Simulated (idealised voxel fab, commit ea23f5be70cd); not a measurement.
A process module follows: voxel fin reveal.
Shown is cross-section cut, with a width of 260 nm and square cells of size 5 nm.
Throughout this document, each cross-section is represented as a grid of square cells and is presented as a sequence of bands enumerated from the top downward, where a band comprises one or more rows of cells.
This entry defines a band. It first specifies the height of the band's top and the height of its bottom in nm, and then specifies the band's materials from left to right, stating each material with its width in nm. The word "all across" identifies a single material that fills the band from edge to edge, while the word "empty" identifies empty space.
Height 0 is the level under which the wafer as received is all one material. The lowest band goes on downwards, as in "0 nm and below".
A width such as "30..40" changes by the same amount from each row of cells to the next, from the band's top row to its bottom row.
You'll sometimes find "changes: none" written for a step, and that's the way of saying that nowhere in the cross-section did a cell change during that step.
"Completely sealed voids" enumerates empty spaces isolated from the top, with no open way to it, that contain at least 8 cells, giving each as width x height at distance from the left edge, all three in nm.
What comes after the settings on a step's line is commentary from the simulator itself on that step.
"overlay nm" on a masked step: distance the mask lay right of its planned place, negative for left.
[Intended process steps]
- 1: op RECEIVE | material Si
- 2: op CONFORMAL_DEP | material SiN | thk nm 5
- 3: op DIRECTIONAL_DEP | material aC | thk nm 10
- 4: op PATTERN | tone cover | mask id FINS | material resist | width nm 15 | pitch nm 35 | thk nm 25 | overlay nm -15
- 5: op DIRECTIONAL_ETCH | etch materials aC | depth nm 10
- 6: op STRIP | etch materials resist
- 7: op DIRECTIONAL_ETCH | etch materials SiN | depth nm 5
- 8: op DIRECTIONAL_ETCH | etch materials Si | depth nm 35
- 9: op STRIP | etch materials aC
- 10: op FILL_DEP | material SiO2 | thk nm 5
- 11: op CMP | height nm 5
- 12: op SELECTIVE_ETCH | etch materials SiO2 | depth nm 25
- 13: op STRIP | etch materials SiN
- 14: op CONFORMAL_DEP | material HfO2 | thk nm 5
Wafers differ in overlay nm at step 4; plan lists the first wafer's value; identical starting state.
[As received, i.e. after step 1: cross-section through the first of several wafers]
* 0 nm and below = Si all across
* Completely sealed voids: none
[Table: wafers, a row each; end-of-module cell change per material since receipt, gain (+), loss (-); then closed voids]
overlay nm -15, +84 HfO2, -280 Si, +120 SiO2, Completely sealed voids: none
overlay nm -10, +84 HfO2, -280 Si, +120 SiO2, Completely sealed voids: none
overlay nm -5, +84 HfO2, -280 Si, +120 SiO2, Completely sealed voids: none
overlay nm 0, +84 HfO2, -280 Si, +120 SiO2, Completely sealed voids: none
overlay nm 5, +84 HfO2, -280 Si, +120 SiO2, Completely sealed voids: none
overlay nm 10, +84 HfO2, -280 Si, +120 SiO2, Completely sealed voids: none
overlay nm 15, +84 HfO2, -280 Si, +120 SiO2, Completely sealed voids: none
